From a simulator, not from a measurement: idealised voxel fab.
process module | voxel self aligned vias
cross-section cut | 220 nm wide | cells 5 nm
A cross-section is a grid of square cells, given in bands from the top down. A band is one or more rows of cells.
Each band's line starts with the height of the band's top and of its bottom, in nm. Then come its materials from left to right, each with its width in nm. One material with "throughout" fills the band from edge to edge. "air" is empty space.
Height 0 is the level under which the wafer as received is all one material. The lowest band goes on downwards, as in "0 down".
A width such as "30 to 40" changes by the same amount from each row of cells to the next, from the band's top row to its bottom row.
"no change" after a step means that no cell of the cross-section changed.
closed voids: empty space of 8 cells or more with no open way to the top, each as width x height at its distance from the left edge, in nm
after a step's settings: what the simulator itself notes on the step
overlay nm, on a step with a mask: how far to the right of its planned place the mask lay; to the left if negative
plan
1 op RECEIVE | material Si
2 op CONFORMAL_DEP | material SiO2 | thk nm 15
3 op CONFORMAL_DEP | material SiCN | thk nm 5
4 op DIRECTIONAL_DEP | material lowk | thk nm 20
5 op DIRECTIONAL_DEP | material aC | thk nm 10
6 op PATTERN | tone open | mask id LINES | material resist | width nm 25 | pitch nm 55 | thk nm 25 | overlay nm 0
7 op DIRECTIONAL_ETCH | etch materials aC | depth nm 10
8 op STRIP | etch materials resist
9 op DIRECTIONAL_ETCH | etch materials lowk | depth nm 20
10 op STRIP | etch materials aC
11 op CONFORMAL_DEP | material TiN | thk nm 5
12 op FILL_DEP | material W | thk nm 10
13 op CMP | height nm 40
14 op SELECTIVE_ETCH | etch materials W Ru TiN | depth nm 5
15 op FILL_DEP | material SiN | thk nm 10
16 op CMP | height nm 40
17 op DIRECTIONAL_DEP | material lowk | thk nm 20
18 op PATTERN | tone open | mask id VIAS | material resist | width nm 35 | pitch nm 110 | thk nm 15 | overlay nm 0
19 op DIRECTIONAL_ETCH | etch materials lowk | depth nm 20
20 op DIRECTIONAL_ETCH | etch materials SiN | depth nm 5
21 op STRIP | etch materials resist
22 op CONFORMAL_DEP | material TiN | thk nm 5
23 op FILL_DEP | material Cu | thk nm 10
24 op CMP | height nm 60
25 op CONFORMAL_DEP | material SiN | thk nm 5
first wafer, as planned
as received, after step 1
  0 down: Si throughout
  closed voids: none
after step 2
  15 to 0: SiO2 throughout
  below 0: unchanged
after step 3
  20 to 15: SiCN throughout
  below 15: unchanged
after step 4
  40 to 20: lowk throughout
  below 20: unchanged
after step 5
  50 to 40: aC throughout
  below 40: unchanged
after step 6
  75 to 50: resist 40 | air 25 | resist 30 | air 25 | resist 30 | air 25 | resist 45
  below 50: unchanged
after step 7
  65 to 50: resist 40 | air 25 | resist 30 | air 25 | resist 30 | air 25 | resist 45
  50 to 40: aC 40 | air 25 | aC 30 | air 25 | aC 30 | air 25 | aC 45
  below 40: unchanged
after step 8
  50 to 40: aC 40 | air 25 | aC 30 | air 25 | aC 30 | air 25 | aC 45
  below 40: unchanged
after step 9
  50 to 40: aC 40 | air 25 | aC 30 | air 25 | aC 30 | air 25 | aC 45
  40 to 20: lowk 40 | air 25 | lowk 30 | air 25 | lowk 30 | air 25 | lowk 45
  below 20: unchanged
after step 10
  40 to 20: lowk 40 | air 25 | lowk 30 | air 25 | lowk 30 | air 25 | lowk 45
  below 20: unchanged
after step 11
  45 to 40: TiN 45 | air 15 | TiN 40 | air 15 | TiN 40 | air 15 | TiN 50
  40 to 25: lowk 40 | TiN 5 | air 15 | TiN 5 | lowk 30 | TiN 5 | air 15 | TiN 5 | lowk 30 | TiN 5 | air 15 | TiN 5 | lowk 45
  25 to 20: lowk 40 | TiN 25 | lowk 30 | TiN 25 | lowk 30 | TiN 25 | lowk 45
  below 20: unchanged
after step 12
  55 to 45: W throughout
  45 to 40: TiN 45 | W 15 | TiN 40 | W 15 | TiN 40 | W 15 | TiN 50
  40 to 25: lowk 40 | TiN 5 | W 15 | TiN 5 | lowk 30 | TiN 5 | W 15 | TiN 5 | lowk 30 | TiN 5 | W 15 | TiN 5 | lowk 45
  below 25: unchanged
after step 13
  40 to 25: lowk 40 | TiN 5 | W 15 | TiN 5 | lowk 30 | TiN 5 | W 15 | TiN 5 | lowk 30 | TiN 5 | W 15 | TiN 5 | lowk 45
  below 25: unchanged
after step 14
  40 to 35: lowk 40 | air 25 | lowk 30 | air 25 | lowk 30 | air 25 | lowk 45
  below 35: unchanged
after step 15
  50 to 40: SiN throughout
  40 to 35: lowk 40 | SiN 25 | lowk 30 | SiN 25 | lowk 30 | SiN 25 | lowk 45
  below 35: unchanged
after step 16
  40 to 35: lowk 40 | SiN 25 | lowk 30 | SiN 25 | lowk 30 | SiN 25 | lowk 45
  below 35: unchanged
after step 17
  60 to 40: lowk throughout
  below 40: unchanged
after step 18
  75 to 60: resist 35 | air 35 | resist 75 | air 35 | resist 40
  below 60: unchanged
after step 19
  75 to 60: resist 35 | air 35 | resist 75 | air 35 | resist 40
  60 to 40: lowk 35 | air 35 | lowk 75 | air 35 | lowk 40
  below 40: unchanged
after step 20
  75 to 60: resist 35 | air 35 | resist 75 | air 35 | resist 40
  60 to 40: lowk 35 | air 35 | lowk 75 | air 35 | lowk 40
  40 to 35: lowk 40 | air 25 | lowk 30 | SiN 25 | lowk 30 | air 25 | lowk 45
  below 35: unchanged
after step 21
  60 to 40: lowk 35 | air 35 | lowk 75 | air 35 | lowk 40
  below 40: unchanged
after step 22
  65 to 60: TiN 40 | air 25 | TiN 85 | air 25 | TiN 45
  60 to 45: lowk 35 | TiN 5 | air 25 | TiN 5 | lowk 75 | TiN 5 | air 25 | TiN 5 | lowk 40
  45 to 40: lowk 35 | TiN 10 | air 15 | TiN 10 | lowk 75 | TiN 10 | air 15 | TiN 10 | lowk 40
  40 to 35: lowk 40 | TiN 25 | lowk 30 | SiN 25 | lowk 30 | TiN 25 | lowk 45
  below 35: unchanged
after step 23
  75 to 65: Cu throughout
  65 to 60: TiN 40 | Cu 25 | TiN 85 | Cu 25 | TiN 45
  60 to 45: lowk 35 | TiN 5 | Cu 25 | TiN 5 | lowk 75 | TiN 5 | Cu 25 | TiN 5 | lowk 40
  45 to 40: lowk 35 | TiN 10 | Cu 15 | TiN 10 | lowk 75 | TiN 10 | Cu 15 | TiN 10 | lowk 40
  below 40: unchanged
after step 24
  60 to 45: lowk 35 | TiN 5 | Cu 25 | TiN 5 | lowk 75 | TiN 5 | Cu 25 | TiN 5 | lowk 40
  below 45: unchanged
after step 25
  65 to 60: SiN throughout
  below 60: unchanged
second wafer: like start, like plan, one mistake. Through step 1 it matches the first wafer
when step 2 should have ended
  30 to 0: SiO2 throughout
  below 0: unchanged
when step 3 should have ended
  35 to 30: SiCN throughout
  below 30: unchanged
when step 4 should have ended
  55 to 35: lowk throughout
  below 35: unchanged
when step 5 should have ended
  65 to 55: aC throughout
  below 55: unchanged
when step 6 should have ended
  90 to 65: resist 40 | air 25 | resist 30 | air 25 | resist 30 | air 25 | resist 45
  below 65: unchanged
when step 7 should have ended
  80 to 65: resist 40 | air 25 | resist 30 | air 25 | resist 30 | air 25 | resist 45
  65 to 55: aC 40 | air 25 | aC 30 | air 25 | aC 30 | air 25 | aC 45
  below 55: unchanged
when step 8 should have ended
  65 to 55: aC 40 | air 25 | aC 30 | air 25 | aC 30 | air 25 | aC 45
  below 55: unchanged
when step 9 should have ended
  65 to 55: aC 40 | air 25 | aC 30 | air 25 | aC 30 | air 25 | aC 45
  55 to 35: lowk 40 | air 25 | lowk 30 | air 25 | lowk 30 | air 25 | lowk 45
  below 35: unchanged
when step 10 should have ended
  55 to 35: lowk 40 | air 25 | lowk 30 | air 25 | lowk 30 | air 25 | lowk 45
  below 35: unchanged
when step 11 should have ended
  60 to 55: TiN 45 | air 15 | TiN 40 | air 15 | TiN 40 | air 15 | TiN 50
  55 to 40: lowk 40 | TiN 5 | air 15 | TiN 5 | lowk 30 | TiN 5 | air 15 | TiN 5 | lowk 30 | TiN 5 | air 15 | TiN 5 | lowk 45
  40 to 35: lowk 40 | TiN 25 | lowk 30 | TiN 25 | lowk 30 | TiN 25 | lowk 45
  below 35: unchanged
when step 12 should have ended
  70 to 60: W throughout
  60 to 55: TiN 45 | W 15 | TiN 40 | W 15 | TiN 40 | W 15 | TiN 50
  55 to 40: lowk 40 | TiN 5 | W 15 | TiN 5 | lowk 30 | TiN 5 | W 15 | TiN 5 | lowk 30 | TiN 5 | W 15 | TiN 5 | lowk 45
  below 40: unchanged
when step 13 should have ended
  40 to 35: lowk 40 | TiN 25 | lowk 30 | TiN 25 | lowk 30 | TiN 25 | lowk 45
  below 35: unchanged
when step 14 should have ended
  40 to 35: lowk 40 | air 25 | lowk 30 | air 25 | lowk 30 | air 25 | lowk 45
  below 35: unchanged
when step 15 should have ended
  50 to 40: SiN throughout
  40 to 35: lowk 40 | SiN 25 | lowk 30 | SiN 25 | lowk 30 | SiN 25 | lowk 45
  below 35: unchanged
when step 16 should have ended
  40 to 35: lowk 40 | SiN 25 | lowk 30 | SiN 25 | lowk 30 | SiN 25 | lowk 45
  below 35: unchanged
when step 17 should have ended
  60 to 40: lowk throughout
  below 40: unchanged
when step 18 should have ended
  75 to 60: resist 35 | air 35 | resist 75 | air 35 | resist 40
  below 60: unchanged
when step 19 should have ended
  75 to 60: resist 35 | air 35 | resist 75 | air 35 | resist 40
  60 to 40: lowk 35 | air 35 | lowk 75 | air 35 | lowk 40
  below 40: unchanged
when step 20 should have ended
  75 to 60: resist 35 | air 35 | resist 75 | air 35 | resist 40
  60 to 40: lowk 35 | air 35 | lowk 75 | air 35 | lowk 40
  40 to 35: lowk 40 | air 25 | lowk 30 | SiN 25 | lowk 30 | air 25 | lowk 45
  below 35: unchanged
when step 21 should have ended
  60 to 40: lowk 35 | air 35 | lowk 75 | air 35 | lowk 40
  below 40: unchanged
when step 22 should have ended
  65 to 60: TiN 40 | air 25 | TiN 85 | air 25 | TiN 45
  60 to 45: lowk 35 | TiN 5 | air 25 | TiN 5 | lowk 75 | TiN 5 | air 25 | TiN 5 | lowk 40
  45 to 40: lowk 35 | TiN 10 | air 15 | TiN 10 | lowk 75 | TiN 10 | air 15 | TiN 10 | lowk 40
  40 to 35: lowk 40 | TiN 25 | lowk 30 | SiN 25 | lowk 30 | TiN 25 | lowk 45
  below 35: unchanged
when step 23 should have ended
  75 to 65: Cu throughout
  65 to 60: TiN 40 | Cu 25 | TiN 85 | Cu 25 | TiN 45
  60 to 45: lowk 35 | TiN 5 | Cu 25 | TiN 5 | lowk 75 | TiN 5 | Cu 25 | TiN 5 | lowk 40
  45 to 40: lowk 35 | TiN 10 | Cu 15 | TiN 10 | lowk 75 | TiN 10 | Cu 15 | TiN 10 | lowk 40
  below 40: unchanged
when step 24 should have ended
  60 to 45: lowk 35 | TiN 5 | Cu 25 | TiN 5 | lowk 75 | TiN 5 | Cu 25 | TiN 5 | lowk 40
  below 45: unchanged
when step 25 should have ended
  65 to 60: SiN throughout
  below 60: unchanged
what went wrong: step 2 was run twice
at the end the second wafer has, in cells: 132 more of SiO2 | 27 fewer of TiN | 18 fewer of W | 87 fewer of lowk
